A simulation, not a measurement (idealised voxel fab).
Process module in this document: voxel self aligned contacts
The cross-section shown here is cut; it is 215 nm wide and divided into square cells measuring 5 nm on a side.
Cross-section format: a grid of square cells, given as bands from top to bottom; each band is one or more rows of cells.
Heads up on the band format: heights come first, top then bottom, in nm. After that it's the materials left to right, each with its width in nm. A single material flagged "throughout" fills the whole band edge to edge, and "empty" means there's empty space there.
Ref level 0: as-received wafer is one material below here. Bottom band extends down with no lower bound ("z 0 and below").
A width given as "30->40" starts at the first number in the band's top row and ends at the second number in its bottom row, shifting by an equal amount at every step from row to row.
Where a step carries "same as before", the cross-section came out of it unchanged, cell for cell.
Reported under the label "Closed void inventory" are the empty spaces having no open way to the top and comprising 8 cells or more; the notation for each is width x height at distance, in which the distance is measured from the left edge and all three values are in nm.
Past the settings on a step's line: simulator remark, on that step.
"overlay nm" answers the question of how far to the right of plan the mask lay on a step that has a mask, and when it is negative the answer is to the left.
Listed below are the process steps as planned
1) op RECEIVE | material Si
2) op CONFORMAL_DEP | material SiO2 | thk nm 5
3) op DIRECTIONAL_DEP | material polySi | thk nm 30
4) op DIRECTIONAL_DEP | material SiN | thk nm 15
5) op DIRECTIONAL_DEP | material aC | thk nm 15
6) op PATTERN | tone cover | mask id GATE | material resist | width nm 35 | pitch nm 60 | thk nm 30 | overlay nm 0
7) op DIRECTIONAL_ETCH | etch materials aC | depth nm 15
8) op STRIP | etch materials resist
9) op DIRECTIONAL_ETCH | etch materials SiN | depth nm 15
10) op DIRECTIONAL_ETCH | etch materials polySi | depth nm 30
11) op STRIP | etch materials aC
12) op CONFORMAL_DEP | material SiN | thk nm 5
13) op DIRECTIONAL_ETCH | etch materials SiN | depth nm 5
14) op FILL_DEP | material SiO2 | thk nm 20
15) op CMP | height nm 60
16) op PATTERN | tone open | mask id CONTACT | material resist | width nm 45 | thk nm 20 | overlay nm 0
17) op DIRECTIONAL_ETCH | etch materials SiO2 | depth nm 60
18) op STRIP | etch materials resist
19) op CONFORMAL_DEP | material TiN | thk nm 5
20) op FILL_DEP | material W | thk nm 5
21) op CMP | height nm 60
22) op CONFORMAL_DEP | material SiN | thk nm 5
Concerning the first of two wafers, which was run in accordance with the plan
Step 1 complete: cross-section of the wafer as received
	z 0 and below = Si throughout
	Closed void inventory: none
Cross-section through the wafer, step 2 finished
	z 5 to 0 = SiO2 throughout
	Below a height of 0, the structure has not been altered.
Cross-section through the wafer, step 3 finished
	z 35 to 5 = polySi throughout
	Below a height of 5, the structure has not been altered.
Cross-section through the wafer, step 4 finished
	z 50 to 35 = SiN throughout
	Below a height of 35, the structure has not been altered.
Cross-section through the wafer, step 5 finished
	z 65 to 50 = aC throughout
	Below a height of 50, the structure has not been altered.
Cross-section through the wafer, step 6 finished
	z 95 to 65 = 60 empty / 35 resist / 25 empty / 35 resist / 60 empty
	Below a height of 65, the structure has not been altered.
Cross-section through the wafer, step 7 finished
	z 80 to 65 = 60 empty / 35 resist / 25 empty / 35 resist / 60 empty
	z 65 to 50 = 60 empty / 35 aC / 25 empty / 35 aC / 60 empty
	Below a height of 50, the structure has not been altered.
Cross-section through the wafer, step 8 finished
	z 65 to 50 = 60 empty / 35 aC / 25 empty / 35 aC / 60 empty
	Below a height of 50, the structure has not been altered.
Cross-section through the wafer, step 9 finished
	z 65 to 50 = 60 empty / 35 aC / 25 empty / 35 aC / 60 empty
	z 50 to 35 = 60 empty / 35 SiN / 25 empty / 35 SiN / 60 empty
	Below a height of 35, the structure has not been altered.
Cross-section through the wafer, step 10 finished
	z 65 to 50 = 60 empty / 35 aC / 25 empty / 35 aC / 60 empty
	z 50 to 35 = 60 empty / 35 SiN / 25 empty / 35 SiN / 60 empty
	z 35 to 5 = 60 empty / 35 polySi / 25 empty / 35 polySi / 60 empty
	Below a height of 5, the structure has not been altered.
Cross-section through the wafer, step 11 finished
	z 50 to 35 = 60 empty / 35 SiN / 25 empty / 35 SiN / 60 empty
	Below a height of 35, the structure has not been altered.
Cross-section through the wafer, step 12 finished
	z 55 to 35 = 55 empty / 45 SiN / 15 empty / 45 SiN / 55 empty
	z 35 to 10 = 55 empty / 5 SiN / 35 polySi / 5 SiN / 15 empty / 5 SiN / 35 polySi / 5 SiN / 55 empty
	z 10 to 5 = 60 SiN / 35 polySi / 25 SiN / 35 polySi / 60 SiN
	Below a height of 5, the structure has not been altered.
Cross-section through the wafer, step 13 finished
	z 50 to 35 = 55 empty / 45 SiN / 15 empty / 45 SiN / 55 empty
	z 35 to 5 = 55 empty / 5 SiN / 35 polySi / 5 SiN / 15 empty / 5 SiN / 35 polySi / 5 SiN / 55 empty
	Below a height of 5, the structure has not been altered.
Cross-section through the wafer, step 14 finished
	z 70 to 50 = SiO2 throughout
	z 50 to 35 = 55 SiO2 / 45 SiN / 15 SiO2 / 45 SiN / 55 SiO2
	z 35 to 5 = 55 SiO2 / 5 SiN / 35 polySi / 5 SiN / 15 SiO2 / 5 SiN / 35 polySi / 5 SiN / 55 SiO2
	Below a height of 5, the structure has not been altered.
Cross-section through the wafer, step 15 finished
	z 60 to 50 = SiO2 throughout
	Below a height of 50, the structure has not been altered.
Cross-section through the wafer, step 16 finished
	z 80 to 60 = 85 resist / 45 empty / 85 resist
	Below a height of 60, the structure has not been altered.
Cross-section through the wafer, step 17 finished
	z 80 to 60 = 85 resist / 45 empty / 85 resist
	z 60 to 50 = 85 SiO2 / 45 empty / 85 SiO2
	z 50 to 35 = 55 SiO2 / 45 SiN / 15 empty / 45 SiN / 55 SiO2
	z 35 to 5 = 55 SiO2 / 5 SiN / 35 polySi / 5 SiN / 15 empty / 5 SiN / 35 polySi / 5 SiN / 55 SiO2
	z 5 to 0 = 100 SiO2 / 15 empty / 100 SiO2
	Below a height of 0, the structure has not been altered.
Cross-section through the wafer, step 18 finished
	z 60 to 50 = 85 SiO2 / 45 empty / 85 SiO2
	Below a height of 50, the structure has not been altered.
Cross-section through the wafer, step 19 finished
	z 65 to 60 = 90 TiN / 35 empty / 90 TiN
	z 60 to 50 = 85 SiO2 / 5->20 TiN / 35->5 empty / 5->20 TiN / 85 SiO2
	z 50 to 35 = 55 SiO2 / 45 SiN / 5 TiN / 5 empty / 5 TiN / 45 SiN / 55 SiO2
	z 35 to 5 = 55 SiO2 / 5 SiN / 35 polySi / 5 SiN / 5 TiN / 5 empty / 5 TiN / 5 SiN / 35 polySi / 5 SiN / 55 SiO2
	z 5 to 0 = 100 SiO2 / 15 TiN / 100 SiO2
	Below a height of 0, the structure has not been altered.
Cross-section through the wafer, step 20 finished
	z 70 to 65 = W throughout
	z 65 to 60 = 90 TiN / 35 W / 90 TiN
	z 60 to 50 = 85 SiO2 / 5->20 TiN / 35->5 W / 5->20 TiN / 85 SiO2
	z 50 to 35 = 55 SiO2 / 45 SiN / 5 TiN / 5 W / 5 TiN / 45 SiN / 55 SiO2
	z 35 to 5 = 55 SiO2 / 5 SiN / 35 polySi / 5 SiN / 5 TiN / 5 W / 5 TiN / 5 SiN / 35 polySi / 5 SiN / 55 SiO2
	Below a height of 5, the structure has not been altered.
Cross-section through the wafer, step 21 finished
	z 60 to 50 = 85 SiO2 / 5->20 TiN / 35->5 W / 5->20 TiN / 85 SiO2
	Below a height of 50, the structure has not been altered.
Cross-section through the wafer, step 22 finished
	z 65 to 60 = SiN throughout
	Below a height of 60, the structure has not been altered.
Wafer two of the pair: same origin, same plan, one error during the run; identical to wafer one up to and including step 11
Here is the second wafer in cross-section at the point where step 12 of the plan should have been done: same as before
Here is the second wafer in cross-section at the point where step 13 of the plan should have been done
	z 45 to 35 = 60 empty / 35 SiN / 25 empty / 35 SiN / 60 empty
	Below a height of 35, the structure has not been altered.
Here is the second wafer in cross-section at the point where step 14 of the plan should have been done
	z 65 to 45 = SiO2 throughout
	z 45 to 35 = 60 SiO2 / 35 SiN / 25 SiO2 / 35 SiN / 60 SiO2
	z 35 to 5 = 60 SiO2 / 35 polySi / 25 SiO2 / 35 polySi / 60 SiO2
	Below a height of 5, the structure has not been altered.
Here is the second wafer in cross-section at the point where step 15 of the plan should have been done
	z 60 to 45 = SiO2 throughout
	Below a height of 45, the structure has not been altered.
Here is the second wafer in cross-section at the point where step 16 of the plan should have been done
	z 80 to 60 = 85 resist / 45 empty / 85 resist
	Below a height of 60, the structure has not been altered.
Here is the second wafer in cross-section at the point where step 17 of the plan should have been done
	z 80 to 60 = 85 resist / 45 empty / 85 resist
	z 60 to 45 = 85 SiO2 / 45 empty / 85 SiO2
	z 45 to 35 = 60 SiO2 / 35 SiN / 25 empty / 35 SiN / 60 SiO2
	z 35 to 5 = 60 SiO2 / 35 polySi / 25 empty / 35 polySi / 60 SiO2
	z 5 to 0 = 95 SiO2 / 25 empty / 95 SiO2
	Below a height of 0, the structure has not been altered.
Here is the second wafer in cross-section at the point where step 18 of the plan should have been done
	z 60 to 45 = 85 SiO2 / 45 empty / 85 SiO2
	Below a height of 45, the structure has not been altered.
Here is the second wafer in cross-section at the point where step 19 of the plan should have been done
	z 65 to 60 = 90 TiN / 35 empty / 90 TiN
	z 60 to 50 = 85 SiO2 / 5 TiN / 35 empty / 5 TiN / 85 SiO2
	z 50 to 45 = 85 SiO2 / 15 TiN / 15 empty / 15 TiN / 85 SiO2
	z 45 to 35 = 60 SiO2 / 35 SiN / 5 TiN / 15 empty / 5 TiN / 35 SiN / 60 SiO2
	z 35 to 5 = 60 SiO2 / 35 polySi / 5 TiN / 15 empty / 5 TiN / 35 polySi / 60 SiO2
	z 5 to 0 = 95 SiO2 / 25 TiN / 95 SiO2
	Below a height of 0, the structure has not been altered.
Here is the second wafer in cross-section at the point where step 20 of the plan should have been done
	z 70 to 65 = W throughout
	z 65 to 60 = 90 TiN / 35 W / 90 TiN
	z 60 to 50 = 85 SiO2 / 5 TiN / 35 W / 5 TiN / 85 SiO2
	z 50 to 45 = 85 SiO2 / 15 TiN / 15 W / 15 TiN / 85 SiO2
	z 45 to 35 = 60 SiO2 / 35 SiN / 5 TiN / 15 W / 5 TiN / 35 SiN / 60 SiO2
	z 35 to 5 = 60 SiO2 / 35 polySi / 5 TiN / 15 W / 5 TiN / 35 polySi / 60 SiO2
	Below a height of 5, the structure has not been altered.
Here is the second wafer in cross-section at the point where step 21 of the plan should have been done
	z 60 to 50 = 85 SiO2 / 5 TiN / 35 W / 5 TiN / 85 SiO2
	Below a height of 50, the structure has not been altered.
Here is the second wafer in cross-section at the point where step 22 of the plan should have been done
	z 65 to 60 = SiN throughout
	Below a height of 60, the structure has not been altered.
The mistake made against the process plan was this: step 12 in the plan did not get run; it was skipped
In the final state, the cell counts of the second wafer exceed or fall short of those of the first for the following materials: SiN: 50 fewer, SiO2: 26 more, W: 24 more
